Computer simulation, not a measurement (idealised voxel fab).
The following process module bears the name voxel ribs on slabs.
Cross-sectional view cut (width: 170 nm; square cell size: 5 nm).
Cross-sections here: square-cell grids, written as top-down lists of bands, a band being one or more rows of cells.
A band entry consists of two parts. The first gives the height of the band's top and the height of its bottom, in nm. The rest lists the band's materials from left to right, each with its width in nm. A single material labelled with the word "all across" fills the band from edge to edge, and the word "air" marks empty space.
Heights are expressed relative to 0, this being the level below which the as-received wafer comprises one material exclusively. The lowest band is unbounded in the downward direction and is denoted as in "0 and below".
A two-number width, for instance "30 to 40", indicates that the width is equal to the first number in the top row of the band and to the second number in the bottom row, and that it changes by a constant amount per row of cells.
Any step labelled "remains unaltered" changed none of the cells in the cross-section.
In "Enclosed void inventory" the enclosed voids are listed, meaning empty spaces of 8 cells or larger without any opening to the top. The form is width x height at distance, distance from the left edge, units nm.
Formally, on a step line, whatever follows the settings is a remark that the simulator itself makes on the step.
What "overlay nm" on a step's line means: if the step has a mask, that mask lay this far to the right of its planned place, or, when the value is negative, to the left.

SO HERE'S THE LINEUP OF PROCESS STEPS WE PLANNED
1,RECEIVE,material Si
2,DIRECTIONAL_DEP,material SiO2,thk nm 30
3,DIRECTIONAL_DEP,material polySi,thk nm 25
4,DIRECTIONAL_DEP,material aC,thk nm 10
5,PATTERN,tone cover,mask id RIB,material resist,width nm 25,thk nm 30,overlay nm 0
6,DIRECTIONAL_ETCH,etch materials aC,depth nm 10
7,STRIP,etch materials resist
8,DIRECTIONAL_ETCH,etch materials polySi,depth nm 10
9,STRIP,etch materials aC
10,MASKED_ETCH,tone cover,mask id SLAB,width nm 55,etch materials polySi,depth nm 15,overlay nm 0
11,FILL_DEP,material SiO2,thk nm 25
12,CMP,height nm 75
13,DIRECTIONAL_DEP,material W,thk nm 10
14,DIRECTIONAL_DEP,material aC,thk nm 15
15,PATTERN,tone cover,mask id HEATER,material resist,width nm 35,thk nm 30,overlay nm 0
16,DIRECTIONAL_ETCH,etch materials aC,depth nm 15
17,STRIP,etch materials resist
18,DIRECTIONAL_ETCH,etch materials W,depth nm 10
19,STRIP,etch materials aC
20,CONFORMAL_DEP,material SiO2,thk nm 5

WAFER AS RECEIVED: CROSS-SECTION FOLLOWING STEP 1
* 0 and below | Si all across
* Enclosed void inventory: none

CROSS-SECTIONAL VIEW OF THE FIRST OF THE TWO WAFERS UPON COMPLETION OF THE MODULE, PROCESSED IN ACCORDANCE WITH THE PLAN
* 90 down to 85 | air=60, SiO2=45, air=65
* 85 down to 80 | air=60, SiO2=5, W=35, SiO2=5, air=65
* 80 down to 75 | SiO2=65, W=35, SiO2=70
* 75 down to 55 | SiO2 all across
* 55 down to 45 | SiO2=70, polySi=25, SiO2=75
* 45 down to 30 | SiO2=55, polySi=55, SiO2=60
* 30 down to 0 | SiO2 all across
* 0 and below | Si all across
* Enclosed void inventory: none

NOW THE SECOND WAFER, CROSS-SECTIONED AT THE END OF THE MODULE. NOTHING DIFFERENT AT THE START, NOTHING DIFFERENT IN THE PLAN COMPARED WITH THE FIRST, JUST ONE MISTAKE WHEN IT WAS ACTUALLY RUN
* 90 down to 85 | air=60, SiO2=45, air=65
* 85 down to 80 | air=60, SiO2=5, W=35, SiO2=5, air=65
* 80 down to 75 | SiO2=65, W=35, SiO2=70
* 75 down to 60 | SiO2=55, polySi=55, SiO2=60
* 60 down to 0 | SiO2 all across
* 0 and below | Si all across
* Enclosed void inventory: none
Misprocessing identified: execution of plan step 2 occurred twice
Upon completion, the second wafer contains, in terms of cells, a greater or smaller amount of certain materials than the first wafer: SiO2: 10 more; polySi: 10 fewer
